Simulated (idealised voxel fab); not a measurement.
The name of this process module is voxel lift off.
The figure presents cross-section cut, which has a width of 300 nm and is divided into square cells with an edge length of 5 nm.
In this document a cross-section is written as a grid of square cells. It is given as a series of bands, listed from the top down, and a band is one or more rows of cells.
Within each band entry, the heights of the top and of the bottom of the band appear first, in that order and in nm; the materials of the band then follow from left to right, each with its corresponding width in nm. The designation "all across" on a single material indicates that it fills the band from edge to edge; the designation "empty" indicates empty space.
A quick word on heights: they are counted from 0, and under that level the wafer as it came to us is one material throughout. The lowest band is different from the rest in having no bottom; it simply continues downward, written as in "0 down".
A width given as "30->40" starts at the first number in the band's top row and ends at the second number in its bottom row, shifting by an equal amount at every step from row to row.
The cross-section has no changed cell in any step marked "nothing altered".
Each empty space that has no open way to the top and spans at least 8 cells appears under "Closed void list" as width x height at distance, the distance counted from the left edge, all in nm.
That trailing text on a step's line, after the settings, is the simulator's own remark on the step.
overlay nm: for a step with a mask, the amount by which the mask lay right of where it was planned; a negative amount means left of it.

Plan:
- 1: RECEIVE | material Si
- 2: CONFORMAL_DEP | material SiN | thk nm 15
- 3: PATTERN | tone open | mask id LINES | material resist | width nm 30 | pitch nm 60 | thk nm 20 | overlay nm 0
- 4: DIRECTIONAL_DEP | material Ru | thk nm 10
- 5: STRIP | etch materials resist
- 6: CONFORMAL_DEP | material SiCN | thk nm 10

The first of the two wafers, which ran as planned:

Incoming wafer, cross-sectional view, post step 1:
	0 down  Si all across
	Closed void list: none

After step 2:
	15 to 0  SiN all across
	Everything under 0 stays put, no change at all.

After step 3:
	35 to 15  75 resist, 30 empty, 30 resist, 30 empty, 30 resist, 30 empty, 75 resist
	Everything under 15 stays put, no change at all.

After step 4:
	45 to 35  75 Ru, 30 empty, 30 Ru, 30 empty, 30 Ru, 30 empty, 75 Ru
	35 to 25  75 resist, 30 empty, 30 resist, 30 empty, 30 resist, 30 empty, 75 resist
	25 to 15  75 resist, 30 Ru, 30 resist, 30 Ru, 30 resist, 30 Ru, 75 resist
	Everything under 15 stays put, no change at all.

After step 5:
	25 to 15  75 empty, 30 Ru, 30 empty, 30 Ru, 30 empty, 30 Ru, 75 empty
	Everything under 15 stays put, no change at all.

After step 6:
	35 to 25  65 empty, 50 SiCN, 10 empty, 50 SiCN, 10 empty, 50 SiCN, 65 empty
	25 to 15  75 SiCN, 30 Ru, 30 SiCN, 30 Ru, 30 SiCN, 30 Ru, 75 SiCN
	Everything under 15 stays put, no change at all.

What follows concerns the second wafer, which started out like the first and was meant to follow the very same plan; one mistake crept in when it was run, but everything up to and including step 1 is the same as for the first wafer:

Second wafer profile in section, at the moment step 2 of the plan was meant to be complete:
	5 to 0  SiN all across
	Everything under 0 stays put, no change at all.

Second wafer profile in section, at the moment step 3 of the plan was meant to be complete:
	25 to 5  75 resist, 30 empty, 30 resist, 30 empty, 30 resist, 30 empty, 75 resist
	Everything under 5 stays put, no change at all.

Second wafer profile in section, at the moment step 4 of the plan was meant to be complete:
	35 to 25  75 Ru, 30 empty, 30 Ru, 30 empty, 30 Ru, 30 empty, 75 Ru
	25 to 15  75 resist, 30 empty, 30 resist, 30 empty, 30 resist, 30 empty, 75 resist
	15 to 5  75 resist, 30 Ru, 30 resist, 30 Ru, 30 resist, 30 Ru, 75 resist
	Everything under 5 stays put, no change at all.

Second wafer profile in section, at the moment step 5 of the plan was meant to be complete:
	15 to 5  75 empty, 30 Ru, 30 empty, 30 Ru, 30 empty, 30 Ru, 75 empty
	Everything under 5 stays put, no change at all.

Second wafer profile in section, at the moment step 6 of the plan was meant to be complete:
	25 to 15  65 empty, 50 SiCN, 10 empty, 50 SiCN, 10 empty, 50 SiCN, 65 empty
	15 to 5  75 SiCN, 30 Ru, 30 SiCN, 30 Ru, 30 SiCN, 30 Ru, 75 SiCN
	Everything under 5 stays put, no change at all.
Short version of what went wrong: step 2 changed vs plan, executed as CONFORMAL_DEP | material SiN | thk nm 5
Looking at both finished wafers in cells, the second ends up ahead of or behind the first on some materials: 120 fewer of SiN
